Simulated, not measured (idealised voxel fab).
Presented below is a process module, voxel self aligned contacts.
cross-section cut | 150 nm wide | cells 5 nm
Throughout this document, each cross-section is represented as a grid of square cells and is presented as a sequence of bands enumerated from the top downward, where a band comprises one or more rows of cells.
Read a band's entry like this: the first values are the height of its top and the height of its bottom in nm, and what follows is the sequence of materials from left to right, each with its width in nm. Note that "empty" is empty space, and that a single material marked "full width" reaches across the band from edge to edge.
Note: height 0 marks the level under which the wafer is uniformly one material as received. Lowest band unbounded below, written "from 0 down".
Note: "30..40" means the width goes from the first number (top row of the band) to the second number (bottom row) in equal steps per row of cells.
Reading "all unchanged" for a step: not a cell of the cross-section changed in it.
Under "Closed void inventory" you'll find the enclosed gaps, the ones with no way out to the top, that are 8 cells or bigger; each reads width x height at distance, with distance counted from the left edge, everything in nm.
If you see something after the settings on a step's line, that's the simulator's own remark about that step.
Regarding "overlay nm": on a step with a mask, it is the distance the mask lay to the right of its planned place; a negative value places it to the left.
## Steps planned for the process
1) RECEIVE with material Si
2) CONFORMAL_DEP with material SiO2, thk nm 5
3) DIRECTIONAL_DEP with material polySi, thk nm 30
4) DIRECTIONAL_DEP with material SiN, thk nm 20
5) MASKED_ETCH with tone cover, mask id GATE, width nm 30, pitch nm 60, etch materials SiN, depth nm 20, overlay nm 0
6) MASKED_ETCH with tone cover, mask id GATE, width nm 30, pitch nm 60, etch materials polySi, depth nm 30, overlay nm 0
7) CONFORMAL_DEP with material SiN, thk nm 5
8) DIRECTIONAL_ETCH with etch materials SiN, depth nm 5
9) FILL_DEP with material SiO2, thk nm 20
10) CMP with height nm 65
11) DIRECTIONAL_DEP with material aC, thk nm 15
12) PATTERN with tone open, mask id CONTACT, material resist, width nm 40, thk nm 30, overlay nm 0
13) DIRECTIONAL_ETCH with etch materials aC, depth nm 15
14) STRIP with etch materials resist
15) DIRECTIONAL_ETCH with etch materials SiO2, depth nm 65
16) STRIP with etch materials aC
17) CONFORMAL_DEP with material TiN, thk nm 5
18) FILL_DEP with material W, thk nm 5
19) CMP with height nm 65
20) CONFORMAL_DEP with material SiN, thk nm 5
## So this is the incoming wafer in cross-section - it's already been through step 1
    from 0 down: Si full width
    Closed void inventory: none
## Cross-section at module end, one run error; start and plan unchanged from above
    from 70 to 65: SiN full width
    from 65 to 55: SiO2 (55) / TiN (5..10) / W (30..20) / TiN (5..10) / SiO2 (55)
    from 55 to 40: SiO2 (30) / SiN (30) / TiN (5) / W (20) / TiN (5) / SiN (30) / SiO2 (30)
    from 40 to 35: SiO2 (30) / SiN (30) / TiN (10) / W (10) / TiN (10) / SiN (30) / SiO2 (30)
    from 35 to 5: SiO2 (25) / SiN (5) / polySi (30) / SiN (5) / TiN (5) / W (10) / TiN (5) / SiN (5) / polySi (30) / SiN (5) / SiO2 (25)
    from 5 to 0: SiO2 (65) / TiN (20) / SiO2 (65)
    from 0 down: Si full width
    Closed void inventory: none
Run error: so step 5 ended up running with a different setting than we planned, it ran as MASKED_ETCH with tone cover, mask id GATE, width nm 20, pitch nm 60, etch materials SiN, depth nm 20, overlay nm 0
